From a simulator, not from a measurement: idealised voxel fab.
Presented below is a process module, voxel ribs on slabs.
Displayed cross-section: cut, width of 270 nm, square cells sized 5 nm.
Cross-section, as written here: a square-cell grid given band by band from the top down, where a band holds one or more rows of cells.
Band: top height; bottom height; in nm. Then, left to right: material with width in nm, for each material. "all across": a single material spanning edge to edge. "empty": empty space.
The reference from which all heights are counted is 0, the level beneath which the as-received wafer is entirely one material; the lowest band, having no lower bound, proceeds downward and is written after the example "z 0 and below".
So if you see something like "30..40" for the width, read it as the top row of the band sitting at the first number and the bottom row at the second, with every row in between moving by the same amount as the last.
You'll sometimes find "no alterations made" written for a step, and that's the way of saying that nowhere in the cross-section did a cell change during that step.
"Enclosed void inventory" specifies each empty space that is not open to the top and that occupies no fewer than 8 cells, using the form width x height at distance, the distance measured from the left edge and all three quantities in nm.
Text after the settings on a step's line: the simulator's own remark on that step.
The optional step-line setting "overlay nm" applies to steps with a mask and quantifies how far to the right of its planned location the mask lay, a negative value indicating leftward placement.
## Planned process steps
1) RECEIVE,material Si
2) DIRECTIONAL_DEP,material SiO2,thk nm 25
3) DIRECTIONAL_DEP,material SiN,thk nm 20
4) PATTERN,tone cover,mask id RIB,material resist,width nm 15,thk nm 20,overlay nm 0
5) DIRECTIONAL_ETCH,etch materials SiN,depth nm 5
6) STRIP,etch materials resist
7) PATTERN,tone cover,mask id SLAB,material resist,width nm 75,thk nm 20,overlay nm 0
8) DIRECTIONAL_ETCH,etch materials SiN,depth nm 15
9) STRIP,etch materials resist
10) FILL_DEP,material SiO2,thk nm 25
11) CMP,height nm 60
12) DIRECTIONAL_DEP,material W,thk nm 5
13) MASKED_ETCH,tone cover,mask id HEATER,width nm 25,etch materials W,depth nm 5,overlay nm 0
14) CONFORMAL_DEP,material SiO2,thk nm 5
## Below: the first of two wafers, run as planned
## Cross-section of the wafer as it came to us, i.e., already through step 1
    z 0 and below  Si all across
    Enclosed void inventory: none
## The following cross-section depicts the wafer upon completion of step 2
    z 25 to 0  SiO2 all across
    Unchanged below 0.
## The following cross-section depicts the wafer upon completion of step 3
    z 45 to 25  SiN all across
    Unchanged below 25.
## The following cross-section depicts the wafer upon completion of step 4
    z 65 to 45  empty=125, resist=15, empty=130
    Unchanged below 45.
## The following cross-section depicts the wafer upon completion of step 5
    z 65 to 45  empty=125, resist=15, empty=130
    z 45 to 40  empty=125, SiN=15, empty=130
    Unchanged below 40.
## The following cross-section depicts the wafer upon completion of step 6
    z 45 to 40  empty=125, SiN=15, empty=130
    Unchanged below 40.
## The following cross-section depicts the wafer upon completion of step 7
    z 65 to 45  empty=95, resist=75, empty=100
    z 45 to 40  empty=95, resist=30, SiN=15, resist=30, empty=100
    Unchanged below 40.
## The following cross-section depicts the wafer upon completion of step 8
    z 65 to 45  empty=95, resist=75, empty=100
    z 45 to 40  empty=95, resist=30, SiN=15, resist=30, empty=100
    z 40 to 25  empty=95, SiN=75, empty=100
    Unchanged below 25.
## The following cross-section depicts the wafer upon completion of step 9
    z 45 to 40  empty=125, SiN=15, empty=130
    Unchanged below 40.
## The following cross-section depicts the wafer upon completion of step 10
    z 70 to 45  SiO2 all across
    z 45 to 40  SiO2=125, SiN=15, SiO2=130
    z 40 to 25  SiO2=95, SiN=75, SiO2=100
    Unchanged below 25.
## The following cross-section depicts the wafer upon completion of step 11
    z 60 to 45  SiO2 all across
    Unchanged below 45.
## The following cross-section depicts the wafer upon completion of step 12
    z 65 to 60  W all across
    Unchanged below 60.
## The following cross-section depicts the wafer upon completion of step 13
    z 65 to 60  empty=120, W=25, empty=125
    Unchanged below 60.
## The following cross-section depicts the wafer upon completion of step 14
    z 70 to 65  empty=115, SiO2=35, empty=120
    z 65 to 60  SiO2=120, W=25, SiO2=125
    Unchanged below 60.
## Second wafer - shared start and plan with the first - one error in running - same as the first up to step 6 inclusive
## Cross-section of the second wafer corresponding to the planned conclusion of step 7
    z 65 to 45  resist=95, empty=75, resist=100
    z 45 to 40  resist=95, empty=30, SiN=15, empty=30, resist=100
    Unchanged below 40.
## Cross-section of the second wafer corresponding to the planned conclusion of step 8
    z 65 to 40  resist=95, empty=75, resist=100
    z 40 to 30  SiN=95, empty=75, SiN=100
    z 30 to 25  SiN=95, empty=30, SiN=15, empty=30, SiN=100
    Unchanged below 25.
## Cross-section of the second wafer corresponding to the planned conclusion of step 9
    z 40 to 30  SiN=95, empty=75, SiN=100
    Unchanged below 30.
## Cross-section of the second wafer corresponding to the planned conclusion of step 10
    z 65 to 40  SiO2 all across
    z 40 to 30  SiN=95, SiO2=75, SiN=100
    z 30 to 25  SiN=95, SiO2=30, SiN=15, SiO2=30, SiN=100
    Unchanged below 25.
## Cross-section of the second wafer corresponding to the planned conclusion of step 11
    z 60 to 40  SiO2 all across
    Unchanged below 40.
## Cross-section of the second wafer corresponding to the planned conclusion of step 12
    z 65 to 60  W all across
    Unchanged below 60.
## Cross-section of the second wafer corresponding to the planned conclusion of step 13
    z 65 to 60  empty=120, W=25, empty=125
    Unchanged below 60.
## Cross-section of the second wafer corresponding to the planned conclusion of step 14
    z 70 to 65  empty=115, SiO2=35, empty=120
    z 65 to 60  SiO2=120, W=25, SiO2=125
    Unchanged below 60.
Misprocessing identified: for step 7, the planned setting was not used; the step was instead run as PATTERN,tone open,mask id SLAB,material resist,width nm 75,thk nm 20,overlay nm 0
at the end the second wafer has, in cells: 72 more of SiN; 72 fewer of SiO2
